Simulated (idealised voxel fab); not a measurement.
The process module presented herein is designated voxel ribs on slabs.
The width of the displayed cross-section, cut, is 140 nm; its cells are square, with a size of 5 nm.
Think of the cross-section as a grid of square cells. We describe it in bands, top to bottom, and each band covers one or more rows of those cells. Quick guide to a band line: top height, bottom height (nm) up front; then every material left to right with its width in nm. Only one material and it's marked "edge to edge"? Then it fills the band edge to edge. And "air" just means empty space. Zero point of the height axis is 0; under it, received wafer = one material. Lowest band: continues down indefinitely, "0 and below". Graded width ("30->40"): value in top row of band = first number; value in bottom row = second number; row-to-row change constant. Given "same as before" for a step, no cell of the cross-section differs between before and after that step. Voids not open to the top, 8 cells minimum: see "Sealed void listing". Written width x height at distance; distance is from the left edge; nm. Text after the settings on a step's line: the simulator's own remark on that step. overlay nm: how far to the right of its planned place the mask lay on this masked step (negative: to the left).
Process steps foreseen in the plan:
1 RECEIVE [material Si]
2 DIRECTIONAL_DEP [material SiO2] [thk nm 20]
3 DIRECTIONAL_DEP [material polySi] [thk nm 25]
4 PATTERN [tone cover] [mask id RIB] [material resist] [width nm 30] [thk nm 15] [overlay nm 0]
5 DIRECTIONAL_ETCH [etch materials polySi] [depth nm 10]
6 STRIP [etch materials resist]
7 DIRECTIONAL_DEP [material aC] [thk nm 15]
8 PATTERN [tone cover] [mask id SLAB] [material resist] [width nm 90] [thk nm 30] [overlay nm 0]
9 DIRECTIONAL_ETCH [etch materials aC] [depth nm 15]
10 STRIP [etch materials resist]
11 DIRECTIONAL_ETCH [etch materials polySi] [depth nm 15]
12 STRIP [etch materials aC]
13 FILL_DEP [material SiO2] [thk nm 25]
14 CMP [height nm 60]
15 DIRECTIONAL_DEP [material W] [thk nm 10]
16 MASKED_ETCH [tone cover] [mask id HEATER] [width nm 40] [etch materials W] [depth nm 10] [overlay nm 0]
17 CONFORMAL_DEP [material SiN] [thk nm 10]
The following pertains to the first of two wafers, which was processed as planned:
Cross-section of the wafer upon arrival, representing the state reached after step 1:
* 0 and below | Si edge to edge
* Sealed void listing: none
Cross-section: wafer state after step 2:
* 20 down to 0 | SiO2 edge to edge
* Below 0 it's all the same as before, nothing changed down there.
Cross-section: wafer state after step 3:
* 45 down to 20 | polySi edge to edge
* Below 20 it's all the same as before, nothing changed down there.
Cross-section: wafer state after step 4:
* 60 down to 45 | air (55) | resist (30) | air (55)
* Below 45 it's all the same as before, nothing changed down there.
Cross-section: wafer state after step 5:
* 60 down to 45 | air (55) | resist (30) | air (55)
* 45 down to 35 | air (55) | polySi (30) | air (55)
* Below 35 it's all the same as before, nothing changed down there.
Cross-section: wafer state after step 6:
* 45 down to 35 | air (55) | polySi (30) | air (55)
* Below 35 it's all the same as before, nothing changed down there.
Cross-section: wafer state after step 7:
* 60 down to 50 | air (55) | aC (30) | air (55)
* 50 down to 45 | aC edge to edge
* 45 down to 35 | aC (55) | polySi (30) | aC (55)
* Below 35 it's all the same as before, nothing changed down there.
Cross-section: wafer state after step 8:
* 90 down to 60 | air (25) | resist (90) | air (25)
* 60 down to 50 | air (25) | resist (30) | aC (30) | resist (30) | air (25)
* Below 50 it's all the same as before, nothing changed down there.
Cross-section: wafer state after step 9:
* 75 down to 60 | air (25) | resist (90) | air (25)
* 60 down to 50 | air (25) | resist (30) | aC (30) | resist (30) | air (25)
* 50 down to 45 | air (25) | aC (90) | air (25)
* 45 down to 35 | air (25) | aC (30) | polySi (30) | aC (30) | air (25)
* Below 35 it's all the same as before, nothing changed down there.
Cross-section: wafer state after step 10:
* 60 down to 50 | air (55) | aC (30) | air (55)
* Below 50 it's all the same as before, nothing changed down there.
Cross-section: wafer state after step 11:
* 60 down to 50 | air (55) | aC (30) | air (55)
* 50 down to 45 | air (25) | aC (90) | air (25)
* 45 down to 35 | air (25) | aC (30) | polySi (30) | aC (30) | air (25)
* 35 down to 20 | air (25) | polySi (90) | air (25)
* Below 20 it's all the same as before, nothing changed down there.
Cross-section: wafer state after step 12:
* 45 down to 35 | air (55) | polySi (30) | air (55)
* Below 35 it's all the same as before, nothing changed down there.
Cross-section: wafer state after step 13:
* 70 down to 45 | SiO2 edge to edge
* 45 down to 35 | SiO2 (55) | polySi (30) | SiO2 (55)
* 35 down to 20 | SiO2 (25) | polySi (90) | SiO2 (25)
* Below 20 it's all the same as before, nothing changed down there.
Cross-section: wafer state after step 14:
* 60 down to 45 | SiO2 edge to edge
* Below 45 it's all the same as before, nothing changed down there.
Cross-section: wafer state after step 15:
* 70 down to 60 | W edge to edge
* Below 60 it's all the same as before, nothing changed down there.
Cross-section: wafer state after step 16:
* 70 down to 60 | air (50) | W (40) | air (50)
* Below 60 it's all the same as before, nothing changed down there.
Cross-section: wafer state after step 17:
* 80 down to 70 | air (40) | SiN (60) | air (40)
* 70 down to 60 | SiN (50) | W (40) | SiN (50)
* Below 60 it's all the same as before, nothing changed down there.
Second wafer: like start, like plan, one mistake. Through step 7 it matches the first wafer:
Second wafer, sectioned view, at step 8's planned end time:
* 90 down to 60 | resist (25) | air (90) | resist (25)
* 60 down to 50 | resist (25) | air (30) | aC (30) | air (30) | resist (25)
* Below 50 it's all the same as before, nothing changed down there.
Second wafer, sectioned view, at step 9's planned end time:
* 75 down to 50 | resist (25) | air (90) | resist (25)
* 50 down to 45 | aC (25) | air (90) | aC (25)
* 45 down to 35 | aC (25) | air (30) | polySi (30) | air (30) | aC (25)
* Below 35 it's all the same as before, nothing changed down there.
Second wafer, sectioned view, at step 10's planned end time:
* 50 down to 45 | aC (25) | air (90) | aC (25)
* Below 45 it's all the same as before, nothing changed down there.
Second wafer, sectioned view, at step 11's planned end time:
* 50 down to 35 | aC (25) | air (90) | aC (25)
* 35 down to 30 | polySi (25) | air (90) | polySi (25)
* 30 down to 20 | polySi (25) | air (30) | polySi (30) | air (30) | polySi (25)
* Below 20 it's all the same as before, nothing changed down there.
Second wafer, sectioned view, at step 12's planned end time:
* 35 down to 30 | polySi (25) | air (90) | polySi (25)
* Below 30 it's all the same as before, nothing changed down there.
Second wafer, sectioned view, at step 13's planned end time:
* 60 down to 35 | SiO2 edge to edge
* 35 down to 30 | polySi (25) | SiO2 (90) | polySi (25)
* 30 down to 20 | polySi (25) | SiO2 (30) | polySi (30) | SiO2 (30) | polySi (25)
* Below 20 it's all the same as before, nothing changed down there.
Second wafer, sectioned view, at step 14's planned end time: same as before
Second wafer, sectioned view, at step 15's planned end time:
* 70 down to 60 | W edge to edge
* Below 60 it's all the same as before, nothing changed down there.
Second wafer, sectioned view, at step 16's planned end time:
* 70 down to 60 | air (50) | W (40) | air (50)
* Below 60 it's all the same as before, nothing changed down there.
Second wafer, sectioned view, at step 17's planned end time:
* 80 down to 70 | air (40) | SiN (60) | air (40)
* 70 down to 60 | SiN (50) | W (40) | SiN (50)
* Below 60 it's all the same as before, nothing changed down there.
Error vs. plan: in deviation from the planned setting, step 8 was conducted as PATTERN [tone open] [mask id SLAB] [material resist] [width nm 90] [thk nm 30] [overlay nm 0]
Final cells, second wafer relative to first, materials higher or lower: +24 SiO2; -24 polySi
